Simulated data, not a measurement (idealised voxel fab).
process module | voxel ribs on slabs
cross-section cut | 290 nm wide | cells 5 nm
A cross-section is a grid of square cells, given in bands from the top down. A band is one or more rows of cells.
Each band's line starts with the height of the band's top and of its bottom, in nm. Then come its materials from left to right, each with its width in nm. One material with "throughout" fills the band from edge to edge. "air" is empty space.
Height 0 is the level under which the wafer as received is all one material. The lowest band goes on downwards, as in "0 down".
A width such as "30 to 40" changes by the same amount from each row of cells to the next, from the band's top row to its bottom row.
"no change" after a step means that no cell of the cross-section changed.
closed voids: empty space of 8 cells or more with no open way to the top, each as width x height at its distance from the left edge, in nm
after a step's settings: what the simulator itself notes on the step
overlay nm, on a step with a mask: how far to the right of its planned place the mask lay; to the left if negative
plan
1 op RECEIVE | material Si
2 op DIRECTIONAL_DEP | material SiO2 | thk nm 25
3 op DIRECTIONAL_DEP | material SiN | thk nm 20
4 op DIRECTIONAL_DEP | material aC | thk nm 10
5 op PATTERN | tone cover | mask id RIB | material resist | width nm 30 | thk nm 30 | overlay nm 0
6 op DIRECTIONAL_ETCH | etch materials aC | depth nm 10
7 op STRIP | etch materials resist
8 op DIRECTIONAL_ETCH | etch materials SiN | depth nm 5
9 op STRIP | etch materials aC
10 op PATTERN | tone cover | mask id SLAB | material resist | width nm 90 | thk nm 15 | overlay nm -15
11 op DIRECTIONAL_ETCH | etch materials SiN | depth nm 15
12 op STRIP | etch materials resist
13 op FILL_DEP | material SiO2 | thk nm 20
14 op CMP | height nm 60
15 op DIRECTIONAL_DEP | material TiN | thk nm 10
16 op DIRECTIONAL_DEP | material aC | thk nm 10
17 op PATTERN | tone cover | mask id HEATER | material resist | width nm 40 | thk nm 25 | overlay nm 0
18 op DIRECTIONAL_ETCH | etch materials aC | depth nm 10
19 op STRIP | etch materials resist
20 op DIRECTIONAL_ETCH | etch materials TiN | depth nm 10
21 op STRIP | etch materials aC
22 op CONFORMAL_DEP | material SiN | thk nm 5
varied across the wafers: overlay nm of step 10. The plan shows the first wafer's value. All wafers start alike
first wafer as received, after step 1
  0 down: Si throughout
  closed voids: none
each wafer at the end: cells of each material gained (+) or lost (-) since it was received, then its closed voids
overlay nm -15 | +122 SiN | +636 SiO2 | +16 TiN | closed voids: none
overlay nm -10 | +122 SiN | +636 SiO2 | +16 TiN | closed voids: none
overlay nm -5 | +122 SiN | +636 SiO2 | +16 TiN | closed voids: none
overlay nm 0 | +122 SiN | +636 SiO2 | +16 TiN | closed voids: none
overlay nm 5 | +122 SiN | +636 SiO2 | +16 TiN | closed voids: none
overlay nm 10 | +122 SiN | +636 SiO2 | +16 TiN | closed voids: none
overlay nm 15 | +122 SiN | +636 SiO2 | +16 TiN | closed voids: none
